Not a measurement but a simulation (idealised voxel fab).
process module | voxel wiring stack
cross-section cut | 235 nm wide | cells 5 nm
A cross-section is a grid of square cells, given in bands from the top down. A band is one or more rows of cells.
Each band's line starts with the height of the band's top and of its bottom, in nm. Then come its materials from left to right, each with its width in nm. One material with "throughout" fills the band from edge to edge. "air" is empty space.
Height 0 is the level under which the wafer as received is all one material. The lowest band goes on downwards, as in "0 down".
A width such as "30 to 40" changes by the same amount from each row of cells to the next, from the band's top row to its bottom row.
"no change" after a step means that no cell of the cross-section changed.
closed voids: empty space of 8 cells or more with no open way to the top, each as width x height at its distance from the left edge, in nm
after a step's settings: what the simulator itself notes on the step
overlay nm, on a step with a mask: how far to the right of its planned place the mask lay; to the left if negative
plan
1 op RECEIVE | material Si
2 op CONFORMAL_DEP | material SiO2 | thk nm 10
3 op DIRECTIONAL_DEP | material TiN | thk nm 5
4 op DIRECTIONAL_DEP | material W | thk nm 20
5 op PATTERN | tone cover | mask id METAL_1 | material resist | width nm 20 | pitch nm 40 | thk nm 20 | overlay nm 0
6 op DIRECTIONAL_ETCH | etch materials W | depth nm 20
7 op DIRECTIONAL_ETCH | etch materials TiN | depth nm 5
8 op STRIP | etch materials resist
9 op FILL_DEP | material lowk | thk nm 5
10 op CMP | height nm 35
11 op CONFORMAL_DEP | material SiCN | thk nm 5
12 op DIRECTIONAL_DEP | material lowk | thk nm 30
13 op PATTERN | tone open | mask id METAL_2 | material resist | width nm 20 | pitch nm 40 | thk nm 20 | overlay nm 0
14 op DIRECTIONAL_ETCH | etch materials lowk | depth nm 20
15 op STRIP | etch materials resist
16 op MASKED_ETCH | tone open | mask id METAL_2_HOLES | width nm 15 | etch materials lowk | depth nm 10 | overlay nm 0
17 op MASKED_ETCH | tone open | mask id METAL_2_HOLES | width nm 15 | etch materials SiCN | depth nm 5 | overlay nm 0
18 op CONFORMAL_DEP | material TiN | thk nm 5
19 op FILL_DEP | material Cu | thk nm 5
20 op CMP | height nm 70
21 op CONFORMAL_DEP | material SiCN | thk nm 5
22 op DIRECTIONAL_DEP | material lowk | thk nm 35
23 op DIRECTIONAL_DEP | material aC | thk nm 10
24 op PATTERN | tone open | mask id METAL_3 | material resist | width nm 20 | pitch nm 40 | thk nm 30 | overlay nm 0
25 op DIRECTIONAL_ETCH | etch materials aC | depth nm 10
26 op STRIP | etch materials resist
27 op DIRECTIONAL_ETCH | etch materials lowk | depth nm 20
28 op STRIP | etch materials aC
29 op DIRECTIONAL_DEP | material aC | thk nm 15
30 op PATTERN | tone open | mask id METAL_3_HOLES | material resist | width nm 15 | thk nm 35 | overlay nm 0
31 op DIRECTIONAL_ETCH | etch materials aC | depth nm 15
32 op STRIP | etch materials resist
33 op DIRECTIONAL_ETCH | etch materials lowk | depth nm 15
34 op DIRECTIONAL_ETCH | etch materials SiCN | depth nm 5
35 op STRIP | etch materials aC
36 op CONFORMAL_DEP | material TiN | thk nm 5
37 op FILL_DEP | material Cu | thk nm 5
38 op CMP | height nm 110
39 op CONFORMAL_DEP | material SiCN | thk nm 5
40 op DIRECTIONAL_DEP | material lowk | thk nm 10
41 op MASKED_ETCH | tone open | mask id PLUG_3 | width nm 15 | pitch nm 40 | etch materials lowk | depth nm 10 | overlay nm 0
42 op MASKED_ETCH | tone open | mask id PLUG_3 | width nm 15 | pitch nm 40 | etch materials SiCN | depth nm 5 | overlay nm 0
43 op EPI | material Ru | thk nm 10
44 op EPI | material Ru | thk nm 5
45 op CONFORMAL_DEP | material SiN | thk nm 5
46 op DIRECTIONAL_DEP | material lowk | thk nm 20
47 op MASKED_ETCH | tone open | mask id METAL_4 | width nm 20 | pitch nm 40 | etch materials lowk | depth nm 20 | overlay nm 0
48 op MASKED_ETCH | tone open | mask id METAL_4 | width nm 20 | pitch nm 40 | etch materials SiN | depth nm 5 | overlay nm 0
49 op CONFORMAL_DEP | material TiN | thk nm 5
50 op FILL_DEP | material Ru | thk nm 5
51 op CMP | height nm 150
52 op EPI | material Ru | thk nm 5
53 op FILL_DEP | material SiCN | thk nm 5
as received, after step 1
  0 down: Si throughout
  closed voids: none
a wafer at the end: this start, this plan, one mistake
  160 to 155: SiCN throughout
  155 to 150: SiCN 80 | Ru 30 | SiCN 10 | Ru 30 | SiCN 85
  150 to 130: lowk 85 | TiN 5 | Ru 10 | TiN 5 | lowk 20 | TiN 5 | Ru 10 | TiN 5 | lowk 90
  130 to 125: SiN 85 | TiN 20 | SiN 20 | TiN 20 | SiN 90
  125 to 115: lowk 85 | Ru 15 | lowk 25 | Ru 15 | lowk 95
  115 to 110: SiCN 85 | Ru 15 | SiCN 25 | Ru 15 | SiCN 95
  110 to 95: lowk 85 | TiN 5 | Cu 10 | TiN 5 | lowk 20 | TiN 5 | Cu 10 | TiN 5 | lowk 90
  95 to 90: lowk 85 | TiN 5 | Cu 5 | TiN 10 | lowk 20 | TiN 20 | lowk 90
  90 to 75: lowk 85 | TiN 5 | Cu 5 | TiN 5 | lowk 135
  75 to 70: SiCN 85 | TiN 15 | SiCN 135
  70 to 65: Cu throughout
  65 to 60: TiN 90 | Cu 10 | TiN 30 | Cu 10 | TiN 95
  60 to 55: lowk 85 | TiN 5 | Cu 10 | TiN 5 | lowk 20 | TiN 5 | Cu 10 | TiN 5 | lowk 90
  55 to 45: lowk 85 to 100 | TiN 20 to 5 | lowk 20 | TiN 5 | Cu 10 | TiN 5 | lowk 90
  45 to 40: lowk 100 | TiN 5 | lowk 20 | TiN 20 | lowk 90
  40 to 35: SiCN throughout
  35 to 15: lowk 85 | W 20 | lowk 20 | W 20 | lowk 90
  15 to 10: lowk 85 | TiN 20 | lowk 20 | TiN 20 | lowk 90
  10 to 0: SiO2 throughout
  0 down: Si throughout
  closed voids: none
what went wrong: step 16 ran as: op MASKED_ETCH | tone cover | mask id METAL_2_HOLES | width nm 15 | etch materials lowk | depth nm 10 | overlay nm 0
